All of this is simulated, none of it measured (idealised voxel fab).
Title: Process Module voxel local oxidation
FYI the section here is cut, 230 nm wide, cells are 5 nm squares.
This document writes a cross-section as a grid whose cells are square, and gives it as bands, listed from the top down; one or more rows of cells form a band.
Top height, bottom height, nm. Materials left to right, width each, nm. Single material + "full width" = fills band edge to edge. "blank" = empty.
Heights from 0 (as-received wafer is one material below). Bottom band endless downward, as "0..down".
Think of "30..40" as a width that walks from the first number to the second as you go down the band, top row to bottom row, taking equal-sized steps from row to row.
Reading "everything unchanged" for a step: not a cell of the cross-section changed in it.
Enclosed empty spaces: empty space of 8 cells or more with no open way to the top, each as width x height at its distance from the left edge, in nm
If you see something after the settings on a step's line, that's the simulator's own remark about that step.
What "overlay nm" on a step's line means: if the step has a mask, that mask lay this far to the right of its planned place, or, when the value is negative, to the left.
# Set out below are the planned steps of the process
1. RECEIVE: material Si
2. CONFORMAL_DEP: material SiO2, thk nm 5
3. CONFORMAL_DEP: material SiN, thk nm 15
4. PATTERN: tone cover, mask id ACTIVE, material resist, width nm 90, thk nm 15, overlay nm 0
5. DIRECTIONAL_ETCH: etch materials SiN, depth nm 15
6. STRIP: etch materials resist
7. SELECTIVE_ETCH: etch materials SiO2, depth nm 5
8. OXIDIZE: depth nm 10
9. STRIP: etch materials SiN
# first wafer, as planned
# Shown in cross-section is the wafer as received, that is, as it stands after step 1
* 0..down | Si full width
* Enclosed empty spaces: none
# after step 2
* 5..0 | SiO2 full width
* below 0: unchanged
# after step 3
* 20..5 | SiN full width
* below 5: unchanged
# after step 4
* 35..20 | blank 70 nm, resist 90 nm, blank 70 nm
* below 20: unchanged
# after step 5
* 35..20 | blank 70 nm, resist 90 nm, blank 70 nm
* 20..5 | blank 70 nm, SiN 90 nm, blank 70 nm
* below 5: unchanged
# after step 6
* 20..5 | blank 70 nm, SiN 90 nm, blank 70 nm
* below 5: unchanged
# after step 7
* 20..5 | blank 70 nm, SiN 90 nm, blank 70 nm
* 5..0 | blank 75 nm, SiO2 80 nm, blank 75 nm
* below 0: unchanged
# after step 8
* 20..5 | blank 70 nm, SiN 90 nm, blank 70 nm
* 5..0 | blank 75 nm, SiO2 80 nm, blank 75 nm
* 0..-10 | SiO2 85 nm, Si 60 nm, SiO2 85 nm
* below -10: unchanged
# after step 9
* 5..0 | blank 75 nm, SiO2 80 nm, blank 75 nm
* below 0: unchanged
# Now the other wafer: same start, same recipe, but we messed up one thing when running it. Up to and including step 3 it's the same as the first one
# Cross-section of the second wafer when, according to plan, step 4 should have finished
* 35..20 | blank 80 nm, resist 90 nm, blank 60 nm
* below 20: unchanged
# Cross-section of the second wafer when, according to plan, step 5 should have finished
* 35..20 | blank 80 nm, resist 90 nm, blank 60 nm
* 20..5 | blank 80 nm, SiN 90 nm, blank 60 nm
* below 5: unchanged
# Cross-section of the second wafer when, according to plan, step 6 should have finished
* 20..5 | blank 80 nm, SiN 90 nm, blank 60 nm
* below 5: unchanged
# Cross-section of the second wafer when, according to plan, step 7 should have finished
* 20..5 | blank 80 nm, SiN 90 nm, blank 60 nm
* 5..0 | blank 85 nm, SiO2 80 nm, blank 65 nm
* below 0: unchanged
# Cross-section of the second wafer when, according to plan, step 8 should have finished
* 20..5 | blank 80 nm, SiN 90 nm, blank 60 nm
* 5..0 | blank 85 nm, SiO2 80 nm, blank 65 nm
* 0..-10 | SiO2 95 nm, Si 60 nm, SiO2 75 nm
* below -10: unchanged
# Cross-section of the second wafer when, according to plan, step 9 should have finished
* 5..0 | blank 85 nm, SiO2 80 nm, blank 65 nm
* below 0: unchanged
What went wrong in running the wafer? step 4: run off-plan, actual operation and settings PATTERN: tone cover, mask id ACTIVE, material resist, width nm 90, thk nm 15, overlay nm 10
Tallied in cells, the final second wafer holds each material in the same quantity as the first, although not at the same places.
